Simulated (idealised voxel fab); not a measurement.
process module | voxel gate over fins
cross-section cut | 195 nm wide | cells 5 nm
A cross-section is a grid of square cells, given in bands from the top down. A band is one or more rows of cells.
Each band's line starts with the height of the band's top and of its bottom, in nm. Then come its materials from left to right, each with its width in nm. One material with "throughout" fills the band from edge to edge. "air" is empty space.
Height 0 is the level under which the wafer as received is all one material. The lowest band goes on downwards, as in "0 down".
A width such as "30 to 40" changes by the same amount from each row of cells to the next, from the band's top row to its bottom row.
"no change" after a step means that no cell of the cross-section changed.
closed voids: empty space of 8 cells or more with no open way to the top, each as width x height at its distance from the left edge, in nm
after a step's settings: what the simulator itself notes on the step
overlay nm, on a step with a mask: how far to the right of its planned place the mask lay; to the left if negative
plan
1 op RECEIVE | material Si
2 op CONFORMAL_DEP | material SiN | thk nm 5
3 op DIRECTIONAL_DEP | material aC | thk nm 15
4 op PATTERN | tone cover | mask id FINS | material resist | width nm 15 | pitch nm 60 | thk nm 30 | overlay nm 0
5 op DIRECTIONAL_ETCH | etch materials aC | depth nm 15
6 op STRIP | etch materials resist
7 op DIRECTIONAL_ETCH | etch materials SiN | depth nm 5
8 op DIRECTIONAL_ETCH | etch materials Si | depth nm 30
9 op STRIP | etch materials aC
10 op FILL_DEP | material SiO2 | thk nm 10
11 op CMP | height nm 5
12 op MASKED_ETCH | tone open | mask id RAIL | width nm 15 | etch materials SiO2 | depth nm 30 | overlay nm 0
13 op CONFORMAL_DEP | material TiN | thk nm 5
14 op FILL_DEP | material W | thk nm 5
15 op CMP | height nm 5
16 op SELECTIVE_ETCH | etch materials W Ru TiN | depth nm 20
17 op FILL_DEP | material SiO2 | thk nm 5
18 op CMP | height nm 5
19 op SELECTIVE_ETCH | etch materials SiO2 | depth nm 15
20 op STRIP | etch materials SiN
21 op CONFORMAL_DEP | material HfO2 | thk nm 5
22 op CONFORMAL_DEP | material TiN | thk nm 5
23 op CONFORMAL_DEP | material TiAl | thk nm 5
24 op CONFORMAL_DEP | material TiN | thk nm 5
25 op FILL_DEP | material W | thk nm 15
26 op CMP | height nm 30
27 op CONFORMAL_DEP | material SiCN | thk nm 10
as received, after step 1
  0 down: Si throughout
  closed voids: none
first wafer at the end, as planned
  40 to 30: SiCN throughout
  30 to 20: W throughout
  20 to 15: W 10 | TiN 55 | W 5 | TiN 55 | W 5 | TiN 55 | W 10
  15 to 10: W 10 | TiN 5 | TiAl 45 | TiN 5 | W 5 | TiN 5 | TiAl 45 | TiN 5 | W 5 | TiN 5 | TiAl 45 | TiN 5 | W 10
  10 to 5: TiN 15 | TiAl 5 | TiN 35 | TiAl 5 | TiN 15 | TiAl 5 | TiN 35 | TiAl 5 | TiN 15 | TiAl 5 | TiN 35 | TiAl 5 | TiN 15
  5 to 0: TiAl 20 | TiN 5 | HfO2 25 | TiN 5 | TiAl 25 | TiN 5 | HfO2 25 | TiN 5 | TiAl 25 | TiN 5 | HfO2 25 | TiN 5 | TiAl 20
  0 to -5: TiN 25 | HfO2 5 | Si 15 | HfO2 5 | TiN 35 | HfO2 5 | Si 15 | HfO2 5 | TiN 35 | HfO2 5 | Si 15 | HfO2 5 | TiN 25
  -5 to -10: HfO2 30 | Si 15 | HfO2 45 | Si 15 | HfO2 45 | Si 15 | HfO2 30
  -10 to -15: SiO2 30 | Si 15 | SiO2 45 | Si 15 | SiO2 45 | Si 15 | SiO2 30
  -15 to -20: SiO2 30 | Si 15 | SiO2 15 | TiN 5 | W 5 | TiN 5 | SiO2 15 | Si 15 | SiO2 45 | Si 15 | SiO2 30
  -20 to -25: SiO2 30 | Si 15 | SiO2 15 | TiN 15 | SiO2 15 | Si 15 | SiO2 45 | Si 15 | SiO2 30
  -25 to -30: SiO2 30 | Si 15 | SiO2 45 | Si 15 | SiO2 45 | Si 15 | SiO2 30
  -30 down: Si throughout
  closed voids: none
second wafer at the end: like start, like plan, one mistake
  40 to 30: SiCN throughout
  30 to 15: W throughout
  15 to 5: W 15 | TiN 45 | W 15 | TiN 45 | W 15 | TiN 45 | W 15
  5 to 0: TiN 25 | HfO2 25 | TiN 35 | HfO2 25 | TiN 35 | HfO2 25 | TiN 25
  0 to -5: TiN 25 | HfO2 5 | Si 15 | HfO2 5 | TiN 35 | HfO2 5 | Si 15 | HfO2 5 | TiN 35 | HfO2 5 | Si 15 | HfO2 5 | TiN 25
  -5 to -10: HfO2 30 | Si 15 | HfO2 45 | Si 15 | HfO2 45 | Si 15 | HfO2 30
  -10 to -15: SiO2 30 | Si 15 | SiO2 45 | Si 15 | SiO2 45 | Si 15 | SiO2 30
  -15 to -20: SiO2 30 | Si 15 | SiO2 15 | TiN 5 | W 5 | TiN 5 | SiO2 15 | Si 15 | SiO2 45 | Si 15 | SiO2 30
  -20 to -25: SiO2 30 | Si 15 | SiO2 15 | TiN 15 | SiO2 15 | Si 15 | SiO2 45 | Si 15 | SiO2 30
  -25 to -30: SiO2 30 | Si 15 | SiO2 45 | Si 15 | SiO2 45 | Si 15 | SiO2 30
  -30 down: Si throughout
  closed voids: none
what went wrong: step 23 was left out
at the end the second wafer has, in cells: 51 fewer of TiAl | 51 more of W
